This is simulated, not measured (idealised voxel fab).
The process module that follows is named voxel fin reveal.
The width of the displayed cross-section, cut, is 210 nm; its cells are square, with a size of 5 nm.
A cross-section is written here as square cells arranged in a grid, and it is given in bands from the top down, each band taking up one or more rows of cells. Per band: top height and bottom height in nm, followed by the left-to-right materials and their widths in nm; "edge to edge" marks a single material spanning edge to edge, "blank" marks empty space. Basically, 0 is our baseline, since under it the wafer straight out of the box is all one material. The bottom band has no lower end and keeps on going down, so it looks like "0 nm and below". A width such as "30->40" changes by the same amount from each row of cells to the next, from the band's top row to its bottom row. When a step is marked "all unchanged", none of the cells in the cross-section changed during that step. Basically, "Sealed-off cavities" tells you about the enclosed voids: empty spaces with no open way to the top, 8 cells or bigger, each written width x height at distance, where distance is from the left edge, all in nm. Where a step's line continues beyond its settings, the continuation is a remark by the simulator itself on that step. overlay nm: on a step with a mask, how far right of its planned place the mask lay; negative means left.

### The process steps that were planned are listed below
1 RECEIVE | material Si
2 CONFORMAL_DEP | material SiN | thk nm 5
3 PATTERN | tone cover | mask id FINS | material resist | width nm 15 | pitch nm 40 | thk nm 20 | overlay nm 0
4 DIRECTIONAL_ETCH | etch materials SiN | depth nm 5
5 DIRECTIONAL_ETCH | etch materials Si | depth nm 35
6 STRIP | etch materials resist
7 FILL_DEP | material SiO2 | thk nm 5
8 CMP | height nm 5
9 SELECTIVE_ETCH | etch materials SiO2 | depth nm 30
10 STRIP | etch materials SiN
11 CONFORMAL_DEP | material HfO2 | thk nm 5

### Cross-section of the wafer at receipt, which is the condition after step 1
0 nm and below: Si edge to edge
Sealed-off cavities: none

### The first of two wafers, cross-sectioned at the end of the module, with the run proceeding as planned
5 nm to 0 nm: blank (30) / HfO2 (25) / blank (15) / HfO2 (25) / blank (15) / HfO2 (25) / blank (15) / HfO2 (25) / blank (35)
0 nm to -20 nm: blank (30) / HfO2 (5) / Si (15) / HfO2 (5) / blank (15) / HfO2 (5) / Si (15) / HfO2 (5) / blank (15) / HfO2 (5) / Si (15) / HfO2 (5) / blank (15) / HfO2 (5) / Si (15) / HfO2 (5) / blank (35)
-20 nm to -25 nm: HfO2 (35) / Si (15) / HfO2 (25) / Si (15) / HfO2 (25) / Si (15) / HfO2 (25) / Si (15) / HfO2 (40)
-25 nm to -35 nm: SiO2 (35) / Si (15) / SiO2 (25) / Si (15) / SiO2 (25) / Si (15) / SiO2 (25) / Si (15) / SiO2 (40)
-35 nm and below: Si edge to edge
Sealed-off cavities: none

### Second wafer cross-section at end of module - shared start and plan with the first, one mistake in the run
0 nm to -25 nm: blank (35) / Si (15) / blank (25) / Si (15) / blank (25) / Si (15) / blank (25) / Si (15) / blank (40)
-25 nm to -35 nm: SiO2 (35) / Si (15) / SiO2 (25) / Si (15) / SiO2 (25) / Si (15) / SiO2 (25) / Si (15) / SiO2 (40)
-35 nm and below: Si edge to edge
Sealed-off cavities: none
Which mistake was made when the wafer was run? skipped: plan step 11 (never run)
The closing comparison, in cells, has the second wafer with more or fewer of some materials than the first: -82 HfO2
